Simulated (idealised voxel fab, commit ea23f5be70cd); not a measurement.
process module | voxel wiring stack
Xsec cut, 190 nm wide, square cell size 5 nm.
Square cells in a grid make up a cross-section in this document, and the grid is given as bands, listed from the top down, each one or more rows of cells. This entry defines a band. It first specifies the height of the band's top and the height of its bottom in nm, and then specifies the band's materials from left to right, stating each material with its width in nm. The word "edge to edge" identifies a single material that fills the band from edge to edge, while the word "blank" identifies empty space. Beneath 0, the wafer as received is one material, and that level is where height counting begins. The lowest band goes on downward without a bottom; it is written like "0 and below". Note: "30->40" means the width goes from the first number (top row of the band) to the second number (bottom row) in equal steps per row of cells. The designation "left unchanged", where it is given for a processing step, indicates that no cell of the cross-section was altered in the course of that step. Enclosed voids (no open way to top), threshold 8 cells or more, entry "Sealed void inventory", notation width x height at distance, distance from left edge, nm. That trailing text on a step's line, after the settings, is the simulator's own remark on the step. overlay nm: where the mask lay relative to plan, measured to the right, on steps with a mask; negatives go left.

# This section lists the process steps that were planned
- 1: RECEIVE | material Si
- 2: CONFORMAL_DEP | material SiO2 | thk nm 10
- 3: CONFORMAL_DEP | material SiCN | thk nm 5
- 4: DIRECTIONAL_DEP | material lowk | thk nm 20
- 5: MASKED_ETCH | tone open | mask id METAL_1 | width nm 25 | pitch nm 40 | etch materials lowk | depth nm 20 | overlay nm 0
- 6: MASKED_ETCH | tone open | mask id METAL_1 | width nm 25 | pitch nm 40 | etch materials SiCN | depth nm 5 | overlay nm 0
- 7: CONFORMAL_DEP | material TiN | thk nm 5
- 8: FILL_DEP | material W | thk nm 10
- 9: CMP | height nm 35
- 10: CONFORMAL_DEP | material SiCN | thk nm 5
- 11: DIRECTIONAL_DEP | material lowk | thk nm 10
- 12: PATTERN | tone open | mask id PLUG_1 | material resist | width nm 15 | pitch nm 40 | thk nm 20 | overlay nm 0
- 13: DIRECTIONAL_ETCH | etch materials lowk | depth nm 10
- 14: DIRECTIONAL_ETCH | etch materials SiCN | depth nm 5
- 15: STRIP | etch materials resist
- 16: EPI | material Ru | thk nm 10
- 17: EPI | material Ru | thk nm 5
- 18: CONFORMAL_DEP | material SiCN | thk nm 5
- 19: DIRECTIONAL_DEP | material lowk | thk nm 15
- 20: DIRECTIONAL_DEP | material aC | thk nm 10
- 21: PATTERN | tone open | mask id METAL_2 | material resist | width nm 25 | pitch nm 40 | thk nm 25 | overlay nm 0
- 22: DIRECTIONAL_ETCH | etch materials aC | depth nm 10
- 23: STRIP | etch materials resist
- 24: DIRECTIONAL_ETCH | etch materials lowk | depth nm 15
- 25: DIRECTIONAL_ETCH | etch materials SiCN | depth nm 5
- 26: STRIP | etch materials aC
- 27: CONFORMAL_DEP | material TiN | thk nm 5
- 28: FILL_DEP | material Ru | thk nm 10
- 29: CMP | height nm 70
- 30: EPI | material Ru | thk nm 5
- 31: FILL_DEP | material SiCN | thk nm 5
- 32: DIRECTIONAL_DEP | material lowk | thk nm 30
- 33: MASKED_ETCH | tone open | mask id METAL_3 | width nm 25 | pitch nm 40 | etch materials lowk | depth nm 20 | overlay nm 0
- 34: DIRECTIONAL_DEP | material aC | thk nm 15
- 35: PATTERN | tone open | mask id METAL_3_HOLES | material resist | width nm 15 | thk nm 35 | overlay nm 0
- 36: DIRECTIONAL_ETCH | etch materials aC | depth nm 15
- 37: STRIP | etch materials resist
- 38: DIRECTIONAL_ETCH | etch materials lowk | depth nm 10
- 39: DIRECTIONAL_ETCH | etch materials SiCN | depth nm 5
- 40: STRIP | etch materials aC
- 41: CONFORMAL_DEP | material TiN | thk nm 5
- 42: FILL_DEP | material Ru | thk nm 5
- 43: CMP | height nm 110
- 44: CONFORMAL_DEP | material SiN | thk nm 5

# Wafer at receipt (post step 1), cross-section
> 0 and below  Si edge to edge
> Sealed void inventory: none

# Module complete - cross-section of the first of two wafers, run according to plan
> 115 down to 110  SiN edge to edge
> 110 down to 95  lowk (60), then TiN (5), then Ru (15), then TiN (5), then lowk (15), then TiN (5), then Ru (15), then TiN (5), then lowk (65)
> 95 down to 90  lowk (60), then TiN (5), then Ru (5), then TiN (15), then lowk (15), then TiN (25), then lowk (65)
> 90 down to 80  lowk (60), then TiN (5), then Ru (5), then TiN (5), then lowk (115)
> 80 down to 75  SiCN (60), then TiN (15), then SiCN (115)
> 75 down to 70  SiCN (55), then Ru (35), then SiCN (5), then Ru (35), then SiCN (60)
> 70 down to 55  lowk (60), then TiN (5), then Ru (15), then TiN (5), then lowk (15), then TiN (5), then Ru (15), then TiN (5), then lowk (65)
> 55 down to 50  SiCN (60), then TiN (25), then SiCN (15), then TiN (25), then SiCN (65)
> 50 down to 40  lowk (60), then Ru (15), then lowk (25), then Ru (15), then lowk (75)
> 40 down to 35  SiCN (60), then Ru (15), then SiCN (25), then Ru (15), then SiCN (75)
> 35 down to 15  lowk (60), then TiN (5), then W (15), then TiN (5), then lowk (15), then TiN (5), then W (15), then TiN (5), then lowk (65)
> 15 down to 10  SiCN (60), then TiN (25), then SiCN (15), then TiN (25), then SiCN (65)
> 10 down to 0  SiO2 edge to edge
> 0 and below  Si edge to edge
> Sealed void inventory: none

# Cross-section at end of module for the second wafer of two, which matched the first in starting point and plan and differed by one mistake in its processing
> 115 down to 110  SiN edge to edge
> 110 down to 105  TiN (65), then Ru (15), then TiN (25), then Ru (15), then TiN (70)
> 105 down to 90  lowk (60), then TiN (5), then Ru (15), then TiN (5), then lowk (15), then TiN (5), then Ru (15), then TiN (5), then lowk (65)
> 90 down to 85  lowk (60), then TiN (5), then Ru (5), then TiN (15), then lowk (15), then TiN (25), then lowk (65)
> 85 down to 75  lowk (60), then TiN (5), then Ru (5), then TiN (5), then lowk (115)
> 75 down to 70  SiCN (60), then TiN (15), then SiCN (115)
> 70 down to 65  SiCN (55), then Ru (35), then SiCN (5), then Ru (35), then SiCN (60)
> 65 down to 55  lowk (60), then TiN (5), then Ru (15), then TiN (5), then lowk (15), then TiN (5), then Ru (15), then TiN (5), then lowk (65)
> 55 down to 50  SiCN (60), then TiN (25), then SiCN (15), then TiN (25), then SiCN (65)
> 50 down to 40  lowk (60), then Ru (15), then lowk (25), then Ru (15), then lowk (75)
> 40 down to 35  SiCN (60), then Ru (15), then SiCN (25), then Ru (15), then SiCN (75)
> 35 down to 15  lowk (60), then TiN (5), then W (15), then TiN (5), then lowk (15), then TiN (5), then W (15), then TiN (5), then lowk (65)
> 15 down to 10  SiCN (60), then TiN (25), then SiCN (15), then TiN (25), then SiCN (65)
> 10 down to 0  SiO2 edge to edge
> 0 and below  Si edge to edge
> Sealed void inventory: none
Plan not followed: step 29 was processed under conditions differing from the plan, specifically as CMP | height nm 65
Final cells, second wafer relative to first, materials higher or lower: +28 TiN, -28 lowk
